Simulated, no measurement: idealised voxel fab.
You're looking at the process module voxel local oxidation.
Displayed cross-section: cut, width of 285 nm, square cells sized 5 nm.
A cross-section is a grid of square cells, given in bands from the top down. A band is one or more rows of cells. Top, bottom (nm), then materials left to right with widths (nm); lone material tagged "all across" fills the whole band edge to edge; "blank" = empty space. Zero point of the height axis is 0; under it, received wafer = one material. Lowest band: continues down indefinitely, "z 0 and below". Top row gets the first number, bottom row gets the second, and each row in between changes by the same step: that is how a band width like "30 to 40" works. The cross-section has no changed cell in any step marked "no change". What "Sealed-off cavities" gives you is every empty space of 8 cells or more that is cut off from the top. Each appears as width x height at distance, with the distance taken from the left edge and width, height and distance all in nm. Whatever follows a step's settings on its line is a remark the simulator itself makes about that step. overlay nm: where the mask lay relative to plan, measured to the right, on steps with a mask; negatives go left.

### Process steps - plan
| 1 | RECEIVE (material Si) |
| 2 | OXIDIZE (depth nm 5) |
| 3 | CONFORMAL_DEP (material SiN; thk nm 15) |
| 4 | DIRECTIONAL_DEP (material aC; thk nm 10) |
| 5 | PATTERN (tone cover; mask id ACTIVE; material resist; width nm 95; pitch nm 125; thk nm 25; overlay nm 0) |
| 6 | DIRECTIONAL_ETCH (etch materials aC; depth nm 10) |
| 7 | STRIP (etch materials resist) |
| 8 | DIRECTIONAL_ETCH (etch materials SiN; depth nm 15) |
| 9 | STRIP (etch materials aC) |
| 10 | SELECTIVE_ETCH (etch materials SiO2; depth nm 5) |
| 11 | OXIDIZE (depth nm 15) |
| 12 | STRIP (etch materials SiN) |
What sets these wafers apart? The width nm at step 5. They all start alike, and the plan carries the first wafer's value.

### Sectional view: first of several wafers, as received, after step 1
- z 0 and below = Si all across
- Sealed-off cavities: none

### Depicted here is the first of several wafers in cross-section, at module completion following the last step, step 12
- z 0 to -5 = blank (35) / SiO2 (85) / blank (40) / SiO2 (85) / blank (40)
- z -5 to -20 = SiO2 (50) / Si (55) / SiO2 (70) / Si (55) / SiO2 (55)
- z -20 and below = Si all across
- Sealed-off cavities: none

### Here's the last wafer cross-sectioned at the end of the module
- z 0 to -5 = blank (30) / SiO2 (100) / blank (25) / SiO2 (100) / blank (30)
- z -5 to -20 = SiO2 (45) / Si (70) / SiO2 (55) / Si (70) / SiO2 (45)
- z -20 and below = Si all across
- Sealed-off cavities: none

### So in this table every wafer gets its own row, and what you see is where it stands at the end of the module: for each material, how many cells it picked up (+) or gave up (-) since we received it, and after that its closed voids
width nm 95, -162 Si, +139 SiO2, Sealed-off cavities: none
width nm 100, -156 Si, +135 SiO2, Sealed-off cavities: none
width nm 105, -150 Si, +131 SiO2, Sealed-off cavities: none
width nm 110, -144 Si, +127 SiO2, Sealed-off cavities: none
